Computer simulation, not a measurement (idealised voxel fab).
The document below concerns the process module designated voxel released beams.
Square cells of 5 nm make up the cross-section cut, whose width is 280 nm.
This document writes a cross-section as a grid whose cells are square, and gives it as bands, listed from the top down; one or more rows of cells form a band.
Heads up on the band format: heights come first, top then bottom, in nm. After that it's the materials left to right, each with its width in nm. A single material flagged "full width" fills the whole band edge to edge, and "blank" means there's empty space there.
Convention: height 0 is the level below which the wafer, as received, is all one material. The lowest band does not terminate at the bottom but continues downward, represented as "0 nm and below".
The width entry "30 to 40" should be interpreted row by row: the top row of cells in the band takes the first number, the bottom row takes the second number, and the change between adjacent rows is uniform throughout.
"everything unchanged" -> step changed no cross-section cell.
"closed voids" enumerates empty spaces isolated from the top, with no open way to it, that contain at least 8 cells, giving each as width x height at distance from the left edge, all three in nm.
Where a step's line continues beyond its settings, the continuation is a remark by the simulator itself on that step.
For masked steps, "overlay nm" on the step line gives how far right of plan the mask actually lay; a minus sign means it lay to the left.
Steps planned for the process:
1 RECEIVE (material Si)
2 CONFORMAL_DEP (material Al2O3; thk nm 5)
3 DIRECTIONAL_DEP (material SiO2; thk nm 10)
4 DIRECTIONAL_DEP (material aC; thk nm 10)
5 PATTERN (tone open; mask id ANCHOR; material resist; width nm 40; thk nm 25; overlay nm 0)
6 DIRECTIONAL_ETCH (etch materials aC; depth nm 10)
7 STRIP (etch materials resist)
8 DIRECTIONAL_ETCH (etch materials SiO2; depth nm 10)
9 STRIP (etch materials aC)
10 CONFORMAL_DEP (material SiN; thk nm 15)
11 MASKED_ETCH (tone cover; mask id BEAM; width nm 85; etch materials SiN; depth nm 15; overlay nm 0)
12 STRIP (etch materials SiO2)
First of two wafers - as planned:
Here's what the wafer looked like in cross-section when it arrived - that's after step 1:
* 0 nm and below | Si full width
* closed voids: none
Presented here is a cross-section of the wafer after step 2 has been performed:
* 5 nm to 0 nm | Al2O3 full width
* Rest of section, below 0: as before.
Presented here is a cross-section of the wafer after step 3 has been performed:
* 15 nm to 5 nm | SiO2 full width
* Rest of section, below 5: as before.
Presented here is a cross-section of the wafer after step 4 has been performed:
* 25 nm to 15 nm | aC full width
* Rest of section, below 15: as before.
Presented here is a cross-section of the wafer after step 5 has been performed:
* 50 nm to 25 nm | resist=100; blank=40; resist=140
* Rest of section, below 25: as before.
Presented here is a cross-section of the wafer after step 6 has been performed:
* 40 nm to 25 nm | resist=100; blank=40; resist=140
* 25 nm to 15 nm | aC=100; blank=40; aC=140
* Rest of section, below 15: as before.
Presented here is a cross-section of the wafer after step 7 has been performed:
* 25 nm to 15 nm | aC=100; blank=40; aC=140
* Rest of section, below 15: as before.
Presented here is a cross-section of the wafer after step 8 has been performed:
* 25 nm to 15 nm | aC=100; blank=40; aC=140
* 15 nm to 5 nm | SiO2=100; blank=40; SiO2=140
* Rest of section, below 5: as before.
Presented here is a cross-section of the wafer after step 9 has been performed:
* 15 nm to 5 nm | SiO2=100; blank=40; SiO2=140
* Rest of section, below 5: as before.
Presented here is a cross-section of the wafer after step 10 has been performed:
* 30 nm to 20 nm | SiN=115; blank=10; SiN=155
* 20 nm to 15 nm | SiN full width
* 15 nm to 5 nm | SiO2=100; SiN=40; SiO2=140
* Rest of section, below 5: as before.
Presented here is a cross-section of the wafer after step 11 has been performed:
* 30 nm to 20 nm | blank=95; SiN=20; blank=10; SiN=55; blank=100
* 20 nm to 15 nm | blank=95; SiN=85; blank=100
* Rest of section, below 15: as before.
Presented here is a cross-section of the wafer after step 12 has been performed:
* 30 nm to 20 nm | blank=95; SiN=20; blank=10; SiN=55; blank=100
* 20 nm to 15 nm | blank=95; SiN=85; blank=100
* 15 nm to 5 nm | blank=100; SiN=40; blank=140
* Rest of section, below 5: as before.
What follows concerns the second wafer, which started out like the first and was meant to follow the very same plan; one mistake crept in when it was run, but everything up to and including step 10 is the same as for the first wafer:
Second wafer, sectioned view, at step 11's planned end time:
* 30 nm to 15 nm | SiN=95; blank=85; SiN=100
* 15 nm to 5 nm | SiO2=100; SiN=15; blank=10; SiN=15; SiO2=140
* Rest of section, below 5: as before.
Second wafer, sectioned view, at step 12's planned end time:
* 15 nm to 5 nm | blank=100; SiN=15; blank=10; SiN=15; blank=140
* Rest of section, below 5: as before.
Error vs. plan: step 11 did not use the planned setting and instead ran as MASKED_ETCH (tone open; mask id BEAM; width nm 85; etch materials SiN; depth nm 15; overlay nm 0)
Wafer comparison, final, in cells, second relative to first, materials more or fewer: -51 SiN
